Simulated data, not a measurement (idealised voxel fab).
process module | voxel capacitor over wiring
cross-section cut | 155 nm wide | cells 5 nm
A cross-section is a grid of square cells, given in bands from the top down. A band is one or more rows of cells.
Each band's line starts with the height of the band's top and of its bottom, in nm. Then come its materials from left to right, each with its width in nm. One material with "throughout" fills the band from edge to edge. "air" is empty space.
Height 0 is the level under which the wafer as received is all one material. The lowest band goes on downwards, as in "0 down".
A width such as "30 to 40" changes by the same amount from each row of cells to the next, from the band's top row to its bottom row.
"no change" after a step means that no cell of the cross-section changed.
closed voids: empty space of 8 cells or more with no open way to the top, each as width x height at its distance from the left edge, in nm
after a step's settings: what the simulator itself notes on the step
overlay nm, on a step with a mask: how far to the right of its planned place the mask lay; to the left if negative
plan
1 op RECEIVE | material Si
2 op CONFORMAL_DEP | material SiO2 | thk nm 15
3 op CONFORMAL_DEP | material SiN | thk nm 5
4 op DIRECTIONAL_DEP | material SiO2 | thk nm 25
5 op PATTERN | tone open | mask id METAL_1 | material resist | width nm 25 | pitch nm 80 | thk nm 15 | overlay nm 0
6 op DIRECTIONAL_ETCH | etch materials SiO2 | depth nm 25
7 op DIRECTIONAL_ETCH | etch materials SiN | depth nm 5
8 op STRIP | etch materials resist
9 op CONFORMAL_DEP | material TiN | thk nm 5
10 op FILL_DEP | material Cu | thk nm 10
11 op CMP | height nm 45
12 op CONFORMAL_DEP | material SiCN | thk nm 5
13 op DIRECTIONAL_DEP | material lowk | thk nm 20
14 op DIRECTIONAL_DEP | material aC | thk nm 10
15 op PATTERN | tone open | mask id PLUG_1 | material resist | width nm 15 | thk nm 30 | overlay nm 0
16 op DIRECTIONAL_ETCH | etch materials aC | depth nm 10
17 op STRIP | etch materials resist
18 op DIRECTIONAL_ETCH | etch materials lowk | depth nm 20
19 op DIRECTIONAL_ETCH | etch materials SiCN | depth nm 5
20 op STRIP | etch materials aC
21 op EPI | material Ru | thk nm 10
22 op EPI | material Ru | thk nm 10
23 op EPI | material Ru | thk nm 5
24 op DIRECTIONAL_DEP | material TiN | thk nm 5
25 op DIRECTIONAL_DEP | material SiN | thk nm 5
26 op DIRECTIONAL_DEP | material TiN | thk nm 10
27 op MASKED_ETCH | tone cover | mask id UPPER_PLATE | width nm 60 | etch materials TiN | depth nm 10 | overlay nm 0
28 op MASKED_ETCH | tone cover | mask id UPPER_PLATE | width nm 60 | etch materials SiN | depth nm 5 | overlay nm 0
29 op MASKED_ETCH | tone cover | mask id LOWER_PLATE | width nm 70 | etch materials TiN | depth nm 5 | overlay nm 0
30 op FILL_DEP | material SiO2 | thk nm 20
31 op CMP | height nm 105
32 op MASKED_ETCH | tone open | mask id PLUG_2 | width nm 15 | etch materials SiO2 | depth nm 15 | overlay nm 0
33 op CONFORMAL_DEP | material TiN | thk nm 5
34 op FILL_DEP | material W | thk nm 5
35 op CMP | height nm 105
36 op CONFORMAL_DEP | material SiN | thk nm 5
as received, after step 1
  0 down: Si throughout
  closed voids: none
first wafer at the end, as planned
  110 to 105: SiN throughout
  105 to 95: SiO2 45 | TiN 5 | W 5 | TiN 5 | SiO2 95
  95 to 90: SiO2 45 | TiN 15 | SiO2 95
  90 to 80: SiO2 35 | TiN 60 | SiO2 60
  80 to 75: SiO2 35 | SiN 60 | SiO2 60
  75 to 70: SiO2 30 | TiN 70 | SiO2 55
  70 to 50: lowk 35 | Ru 15 | lowk 105
  50 to 45: SiCN 35 | Ru 15 | SiCN 105
  45 to 20: SiO2 25 | TiN 5 | Cu 15 | TiN 5 | SiO2 55 | TiN 5 | Cu 15 | TiN 5 | SiO2 25
  20 to 15: SiN 25 | TiN 25 | SiN 55 | TiN 25 | SiN 25
  15 to 0: SiO2 throughout
  0 down: Si throughout
  closed voids: none
second wafer at the end: like start, like plan, one mistake
  110 to 105: SiN throughout
  105 to 100: W throughout
  100 to 95: TiN 50 | W 5 | TiN 100
  95 to 90: SiO2 45 | TiN 15 | SiO2 95
  90 to 80: SiO2 35 | TiN 60 | SiO2 60
  80 to 75: SiO2 35 | SiN 60 | SiO2 60
  75 to 70: SiO2 30 | TiN 70 | SiO2 55
  70 to 50: lowk 35 | Ru 15 | lowk 105
  50 to 45: SiCN 35 | Ru 15 | SiCN 105
  45 to 20: SiO2 25 | TiN 5 | Cu 15 | TiN 5 | SiO2 55 | TiN 5 | Cu 15 | TiN 5 | SiO2 25
  20 to 15: SiN 25 | TiN 25 | SiN 55 | TiN 25 | SiN 25
  15 to 0: SiO2 throughout
  0 down: Si throughout
  closed voids: none
what went wrong: step 31 ran as: op CMP | height nm 95
at the end the second wafer has, in cells: 56 fewer of SiO2 | 26 more of TiN | 30 more of W
